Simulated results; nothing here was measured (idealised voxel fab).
The process module that follows is named voxel self aligned contacts.
Displayed cross-section: cut, width of 155 nm, square cells sized 5 nm.
Cross-section layout: square cells on a grid; listed as bands, top to bottom; a band spans one or more cell rows. Quick guide to a band line: top height, bottom height (nm) up front; then every material left to right with its width in nm. Only one material and it's marked "full width"? Then it fills the band edge to edge. And "blank" just means empty space. Heights from 0 (as-received wafer is one material below). Bottom band endless downward, as "from 0 down". Graded width ("30->40"): value in top row of band = first number; value in bottom row = second number; row-to-row change constant. The cross-section has no changed cell in any step marked "remains unaltered". Each empty space that has no open way to the top and spans at least 8 cells appears under "Unvented internal voids" as width x height at distance, the distance counted from the left edge, all in nm. On each step's line, the part that comes after the settings is the simulator's own comment on the step. What "overlay nm" on a step's line means: if the step has a mask, that mask lay this far to the right of its planned place, or, when the value is negative, to the left.
# Steps in the process plan
1) RECEIVE (material Si)
2) OXIDIZE (depth nm 5)
3) DIRECTIONAL_DEP (material polySi; thk nm 30)
4) DIRECTIONAL_DEP (material SiN; thk nm 25)
5) PATTERN (tone cover; mask id GATE; material resist; width nm 25; pitch nm 65; thk nm 20; overlay nm 0)
6) DIRECTIONAL_ETCH (etch materials SiN; depth nm 25)
7) DIRECTIONAL_ETCH (etch materials polySi; depth nm 30)
8) STRIP (etch materials resist)
9) CONFORMAL_DEP (material SiN; thk nm 10)
10) DIRECTIONAL_ETCH (etch materials SiN; depth nm 10)
11) FILL_DEP (material SiO2; thk nm 20)
12) CMP (height nm 65)
13) PATTERN (tone open; mask id CONTACT; material resist; width nm 50; thk nm 20; overlay nm 0)
14) DIRECTIONAL_ETCH (etch materials SiO2; depth nm 70)
15) STRIP (etch materials resist)
16) CONFORMAL_DEP (material TiN; thk nm 5)
17) FILL_DEP (material W; thk nm 5)
18) CMP (height nm 65)
19) CONFORMAL_DEP (material SiN; thk nm 5)
# Cross-section of the wafer as it came to us, i.e., already through step 1
> from 0 down: Si full width
> Unvented internal voids: none
# End-of-module XS, first of two wafers, run as planned
> from 70 to 65: SiN full width
> from 65 to 55: 50 SiO2; 5->20 TiN; 40->10 W; 5->20 TiN; 55 SiO2
> from 55 to 30: 20 SiO2; 45 SiN; 5 TiN; 10 W; 5 TiN; 45 SiN; 25 SiO2
> from 30 to 0: 20 SiO2; 10 SiN; 25 polySi; 10 SiN; 5 TiN; 10 W; 5 TiN; 10 SiN; 25 polySi; 10 SiN; 25 SiO2
> from 0 to -5: 65 SiO2; 20 TiN; 70 SiO2
> from -5 down: Si full width
> Unvented internal voids: none
# Second wafer of the two, sectioned at the end of the module. It began like the first and followed the same plan, but one mistake was made while running it
> from 70 to 65: SiN full width
> from 65 to 55: 50 SiO2; 5->20 TiN; 40->10 W; 5->20 TiN; 55 SiO2
> from 55 to 35: 20 SiO2; 45 SiN; 5 TiN; 10 W; 5 TiN; 45 SiN; 25 SiO2
> from 35 to 30: 20 SiO2; 45 SiN; 20 TiN; 45 SiN; 25 SiO2
> from 30 to 0: SiN full width
> from 0 to -5: SiO2 full width
> from -5 down: Si full width
> Unvented internal voids: none
Deviation noted in wafer processing: for step 3, the planned setting was not used; the step was instead run as DIRECTIONAL_DEP (material SiN; thk nm 30)
The second wafer ends with more or fewer cells of some materials than the first, per final count: SiN: 138 more; SiO2: 50 fewer; TiN: 14 fewer; W: 14 fewer; polySi: 60 fewer
